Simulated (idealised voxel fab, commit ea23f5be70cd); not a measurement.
You're looking at the process module voxel air gaps.
We display cut, a cross-section 285 nm in width whose square cells are each 5 nm.
Think of the cross-section as a grid of square cells. We describe it in bands, top to bottom, and each band covers one or more rows of those cells.
Top, bottom (nm), then materials left to right with widths (nm); lone material tagged "throughout" fills the whole band edge to edge; "blank" = empty space.
Beneath 0, the wafer as received is one material, and that level is where height counting begins. The lowest band goes on downward without a bottom; it is written like "0 down".
So if you see something like "30 to 40" for the width, read it as the top row of the band sitting at the first number and the bottom row at the second, with every row in between moving by the same amount as the last.
The cross-section has no changed cell in any step marked "all unchanged".
"Voids, sealed" enumerates empty spaces isolated from the top, with no open way to it, that contain at least 8 cells, giving each as width x height at distance from the left edge, all three in nm.
Heads up: the bit after the settings on a step's line is the simulator's remark on that step.
On any step carrying a mask, the "overlay nm" setting, if present on the step's line, tells how far right of its planned place the mask lay; negative values point to the left.

Intended process steps
1. RECEIVE,material Si
2. CONFORMAL_DEP,material SiO2,thk nm 15
3. CONFORMAL_DEP,material SiN,thk nm 5
4. DIRECTIONAL_DEP,material lowk,thk nm 30
5. MASKED_ETCH,tone open,mask id LINES,width nm 20,pitch nm 50,etch materials lowk,depth nm 30,overlay nm 0
6. CONFORMAL_DEP,material TiN,thk nm 5
7. FILL_DEP,material Cu,thk nm 10
8. CMP,height nm 50
9. EPI,material Ru,thk nm 10
10. SELECTIVE_ETCH,etch materials lowk,depth nm 40
11. CONFORMAL_DEP,material SiCN,thk nm 5

First wafer out of two, processed as planned

This is the cross-section of the wafer as we received it, i.e. after step 1
0 down = Si throughout
Voids, sealed: none

After step 2, in cross-section
15 to 0 = SiO2 throughout
Everything below 0 is unchanged.

After step 3, in cross-section
20 to 15 = SiN throughout
Everything below 15 is unchanged.

After step 4, in cross-section
50 to 20 = lowk throughout
Everything below 20 is unchanged.

After step 5, in cross-section
50 to 20 = 55 nm lowk / 20 nm blank / 30 nm lowk / 20 nm blank / 30 nm lowk / 20 nm blank / 30 nm lowk / 20 nm blank / 60 nm lowk
Everything below 20 is unchanged.

After step 6, in cross-section
55 to 50 = 60 nm TiN / 10 nm blank / 40 nm TiN / 10 nm blank / 40 nm TiN / 10 nm blank / 40 nm TiN / 10 nm blank / 65 nm TiN
50 to 25 = 55 nm lowk / 5 nm TiN / 10 nm blank / 5 nm TiN / 30 nm lowk / 5 nm TiN / 10 nm blank / 5 nm TiN / 30 nm lowk / 5 nm TiN / 10 nm blank / 5 nm TiN / 30 nm lowk / 5 nm TiN / 10 nm blank / 5 nm TiN / 60 nm lowk
25 to 20 = 55 nm lowk / 20 nm TiN / 30 nm lowk / 20 nm TiN / 30 nm lowk / 20 nm TiN / 30 nm lowk / 20 nm TiN / 60 nm lowk
Everything below 20 is unchanged.

After step 7, in cross-section
65 to 55 = Cu throughout
55 to 50 = 60 nm TiN / 10 nm Cu / 40 nm TiN / 10 nm Cu / 40 nm TiN / 10 nm Cu / 40 nm TiN / 10 nm Cu / 65 nm TiN
50 to 25 = 55 nm lowk / 5 nm TiN / 10 nm Cu / 5 nm TiN / 30 nm lowk / 5 nm TiN / 10 nm Cu / 5 nm TiN / 30 nm lowk / 5 nm TiN / 10 nm Cu / 5 nm TiN / 30 nm lowk / 5 nm TiN / 10 nm Cu / 5 nm TiN / 60 nm lowk
Everything below 25 is unchanged.

After step 8, in cross-section
50 to 25 = 55 nm lowk / 5 nm TiN / 10 nm Cu / 5 nm TiN / 30 nm lowk / 5 nm TiN / 10 nm Cu / 5 nm TiN / 30 nm lowk / 5 nm TiN / 10 nm Cu / 5 nm TiN / 30 nm lowk / 5 nm TiN / 10 nm Cu / 5 nm TiN / 60 nm lowk
Everything below 25 is unchanged.

After step 9, in cross-section
60 to 50 = 45 nm blank / 40 nm Ru / 10 nm blank / 40 nm Ru / 10 nm blank / 40 nm Ru / 10 nm blank / 40 nm Ru / 50 nm blank
Everything below 50 is unchanged.

After step 10, in cross-section
60 to 50 = 45 nm blank / 40 nm Ru / 10 nm blank / 40 nm Ru / 10 nm blank / 40 nm Ru / 10 nm blank / 40 nm Ru / 50 nm blank
50 to 25 = 55 nm blank / 5 nm TiN / 10 nm Cu / 5 nm TiN / 30 nm blank / 5 nm TiN / 10 nm Cu / 5 nm TiN / 30 nm blank / 5 nm TiN / 10 nm Cu / 5 nm TiN / 30 nm blank / 5 nm TiN / 10 nm Cu / 5 nm TiN / 60 nm blank
25 to 20 = 55 nm blank / 20 nm TiN / 30 nm blank / 20 nm TiN / 30 nm blank / 20 nm TiN / 30 nm blank / 20 nm TiN / 60 nm blank
Everything below 20 is unchanged.

After step 11, in cross-section
65 to 60 = 40 nm blank / 200 nm SiCN / 45 nm blank
60 to 50 = 40 nm blank / 5 nm SiCN / 40 nm Ru / 10 nm SiCN / 40 nm Ru / 10 nm SiCN / 40 nm Ru / 10 nm SiCN / 40 nm Ru / 5 nm SiCN / 45 nm blank
50 to 45 = 40 nm blank / 15 nm SiCN / 5 nm TiN / 10 nm Cu / 5 nm TiN / 30 nm SiCN / 5 nm TiN / 10 nm Cu / 5 nm TiN / 30 nm SiCN / 5 nm TiN / 10 nm Cu / 5 nm TiN / 30 nm SiCN / 5 nm TiN / 10 nm Cu / 5 nm TiN / 15 nm SiCN / 45 nm blank
45 to 25 = 50 nm blank / 5 nm SiCN / 5 nm TiN / 10 nm Cu / 5 nm TiN / 5 nm SiCN / 20 nm blank / 5 nm SiCN / 5 nm TiN / 10 nm Cu / 5 nm TiN / 5 nm SiCN / 20 nm blank / 5 nm SiCN / 5 nm TiN / 10 nm Cu / 5 nm TiN / 5 nm SiCN / 20 nm blank / 5 nm SiCN / 5 nm TiN / 10 nm Cu / 5 nm TiN / 5 nm SiCN / 55 nm blank
25 to 20 = 55 nm SiCN / 20 nm TiN / 30 nm SiCN / 20 nm TiN / 30 nm SiCN / 20 nm TiN / 30 nm SiCN / 20 nm TiN / 60 nm SiCN
Everything below 20 is unchanged.
Voids, sealed: 20 x 20 at 80; 20 x 20 at 130; 20 x 20 at 180

The second wafer: identical to the first at the outset and in its planned sequence, differing only in that one mistake was made during processing; up to and including step 1, its path is the first wafer's path

Second wafer, section view, time point: scheduled end of step 2
5 to 0 = SiN throughout
Everything below 0 is unchanged.

Second wafer, section view, time point: scheduled end of step 3
20 to 5 = SiO2 throughout
Everything below 5 is unchanged.

Second wafer, section view, time point: scheduled end of step 4
50 to 20 = lowk throughout
Everything below 20 is unchanged.

Second wafer, section view, time point: scheduled end of step 5
50 to 20 = 55 nm lowk / 20 nm blank / 30 nm lowk / 20 nm blank / 30 nm lowk / 20 nm blank / 30 nm lowk / 20 nm blank / 60 nm lowk
Everything below 20 is unchanged.

Second wafer, section view, time point: scheduled end of step 6
55 to 50 = 60 nm TiN / 10 nm blank / 40 nm TiN / 10 nm blank / 40 nm TiN / 10 nm blank / 40 nm TiN / 10 nm blank / 65 nm TiN
50 to 25 = 55 nm lowk / 5 nm TiN / 10 nm blank / 5 nm TiN / 30 nm lowk / 5 nm TiN / 10 nm blank / 5 nm TiN / 30 nm lowk / 5 nm TiN / 10 nm blank / 5 nm TiN / 30 nm lowk / 5 nm TiN / 10 nm blank / 5 nm TiN / 60 nm lowk
25 to 20 = 55 nm lowk / 20 nm TiN / 30 nm lowk / 20 nm TiN / 30 nm lowk / 20 nm TiN / 30 nm lowk / 20 nm TiN / 60 nm lowk
Everything below 20 is unchanged.

Second wafer, section view, time point: scheduled end of step 7
65 to 55 = Cu throughout
55 to 50 = 60 nm TiN / 10 nm Cu / 40 nm TiN / 10 nm Cu / 40 nm TiN / 10 nm Cu / 40 nm TiN / 10 nm Cu / 65 nm TiN
50 to 25 = 55 nm lowk / 5 nm TiN / 10 nm Cu / 5 nm TiN / 30 nm lowk / 5 nm TiN / 10 nm Cu / 5 nm TiN / 30 nm lowk / 5 nm TiN / 10 nm Cu / 5 nm TiN / 30 nm lowk / 5 nm TiN / 10 nm Cu / 5 nm TiN / 60 nm lowk
Everything below 25 is unchanged.

Second wafer, section view, time point: scheduled end of step 8
50 to 25 = 55 nm lowk / 5 nm TiN / 10 nm Cu / 5 nm TiN / 30 nm lowk / 5 nm TiN / 10 nm Cu / 5 nm TiN / 30 nm lowk / 5 nm TiN / 10 nm Cu / 5 nm TiN / 30 nm lowk / 5 nm TiN / 10 nm Cu / 5 nm TiN / 60 nm lowk
Everything below 25 is unchanged.

Second wafer, section view, time point: scheduled end of step 9
60 to 50 = 45 nm blank / 40 nm Ru / 10 nm blank / 40 nm Ru / 10 nm blank / 40 nm Ru / 10 nm blank / 40 nm Ru / 50 nm blank
Everything below 50 is unchanged.

Second wafer, section view, time point: scheduled end of step 10
60 to 50 = 45 nm blank / 40 nm Ru / 10 nm blank / 40 nm Ru / 10 nm blank / 40 nm Ru / 10 nm blank / 40 nm Ru / 50 nm blank
50 to 25 = 55 nm blank / 5 nm TiN / 10 nm Cu / 5 nm TiN / 30 nm blank / 5 nm TiN / 10 nm Cu / 5 nm TiN / 30 nm blank / 5 nm TiN / 10 nm Cu / 5 nm TiN / 30 nm blank / 5 nm TiN / 10 nm Cu / 5 nm TiN / 60 nm blank
25 to 20 = 55 nm blank / 20 nm TiN / 30 nm blank / 20 nm TiN / 30 nm blank / 20 nm TiN / 30 nm blank / 20 nm TiN / 60 nm blank
Everything below 20 is unchanged.

Second wafer, section view, time point: scheduled end of step 11
65 to 60 = 40 nm blank / 200 nm SiCN / 45 nm blank
60 to 50 = 40 nm blank / 5 nm SiCN / 40 nm Ru / 10 nm SiCN / 40 nm Ru / 10 nm SiCN / 40 nm Ru / 10 nm SiCN / 40 nm Ru / 5 nm SiCN / 45 nm blank
50 to 45 = 40 nm blank / 15 nm SiCN / 5 nm TiN / 10 nm Cu / 5 nm TiN / 30 nm SiCN / 5 nm TiN / 10 nm Cu / 5 nm TiN / 30 nm SiCN / 5 nm TiN / 10 nm Cu / 5 nm TiN / 30 nm SiCN / 5 nm TiN / 10 nm Cu / 5 nm TiN / 15 nm SiCN / 45 nm blank
45 to 25 = 50 nm blank / 5 nm SiCN / 5 nm TiN / 10 nm Cu / 5 nm TiN / 5 nm SiCN / 20 nm blank / 5 nm SiCN / 5 nm TiN / 10 nm Cu / 5 nm TiN / 5 nm SiCN / 20 nm blank / 5 nm SiCN / 5 nm TiN / 10 nm Cu / 5 nm TiN / 5 nm SiCN / 20 nm blank / 5 nm SiCN / 5 nm TiN / 10 nm Cu / 5 nm TiN / 5 nm SiCN / 55 nm blank
25 to 20 = 55 nm SiCN / 20 nm TiN / 30 nm SiCN / 20 nm TiN / 30 nm SiCN / 20 nm TiN / 30 nm SiCN / 20 nm TiN / 60 nm SiCN
Everything below 20 is unchanged.
Voids, sealed: 20 x 20 at 80; 20 x 20 at 130; 20 x 20 at 180
Misprocessing identified: plan steps 2 and 3 run swapped
End check, second vs first wafer: material counts in cells match, positions do not.
